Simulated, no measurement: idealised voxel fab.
The document below concerns the process module designated voxel ribs on slabs.
We display cut, a cross-section 235 nm in width whose square cells are each 5 nm.
If you're reading a cross-section in this doc, picture square cells in a grid; it comes to you as bands, top ones listed first down to the bottom, and a band can be one or more rows of cells. Each band's line starts with the height of the band's top and of its bottom, in nm. Then come its materials from left to right, each with its width in nm. One material with "edge to edge" fills the band from edge to edge. "blank" is empty space. A quick word on heights: they are counted from 0, and under that level the wafer as it came to us is one material throughout. The lowest band is different from the rest in having no bottom; it simply continues downward, written as in "0 and below". Top row gets the first number, bottom row gets the second, and each row in between changes by the same step: that is how a band width like "30->40" works. Basically "no change occurred" means that step didn't change any cell in the cross-section. In "Enclosed internal cavities" the enclosed voids are listed, meaning empty spaces of 8 cells or larger without any opening to the top. The form is width x height at distance, distance from the left edge, units nm. It should be noted that, on the line of a given step, the content following the step's settings is a remark produced by the simulator itself with respect to that step. Each step line may optionally specify "overlay nm", which for a step with a mask gives the rightward distance between the mask's planned place and where it lay, a negative value indicating the leftward direction.

SET OUT BELOW ARE THE PLANNED STEPS OF THE PROCESS
1: RECEIVE (material Si)
2: DIRECTIONAL_DEP (material SiO2; thk nm 25)
3: DIRECTIONAL_DEP (material polySi; thk nm 20)
4: MASKED_ETCH (tone cover; mask id RIB; width nm 20; etch materials polySi; depth nm 5; overlay nm 0)
5: MASKED_ETCH (tone cover; mask id SLAB; width nm 70; etch materials polySi; depth nm 15; overlay nm 0)
6: FILL_DEP (material SiO2; thk nm 25)
7: CMP (height nm 65)
8: DIRECTIONAL_DEP (material TiN; thk nm 5)
9: PATTERN (tone cover; mask id HEATER; material resist; width nm 30; thk nm 20; overlay nm 0)
10: DIRECTIONAL_ETCH (etch materials TiN; depth nm 5)
11: STRIP (etch materials resist)
12: CONFORMAL_DEP (material SiO2; thk nm 5)

WAFER AT RECEIPT (POST STEP 1), CROSS-SECTION
	0 and below: Si edge to edge
	Enclosed internal cavities: none

BELOW IS THE WAFER IN CROSS-SECTION AFTER THE MODULE WAS COMPLETED. IT BEGAN FROM THE STARTING POINT SHOWN ABOVE AND FOLLOWED THE PLAN SHOWN ABOVE, EXCEPT THAT ONE MISTAKE WAS MADE WHILE RUNNING IT
	70 down to 65: blank 100 nm; TiN 30 nm; blank 105 nm
	65 down to 45: SiO2 edge to edge
	45 down to 40: SiO2 105 nm; polySi 20 nm; SiO2 110 nm
	40 down to 25: SiO2 80 nm; polySi 70 nm; SiO2 85 nm
	25 down to 0: SiO2 edge to edge
	0 and below: Si edge to edge
	Enclosed internal cavities: none
Heads up, the wafer didn't run the way we planned it: plan step 12 was not performed, having been skipped
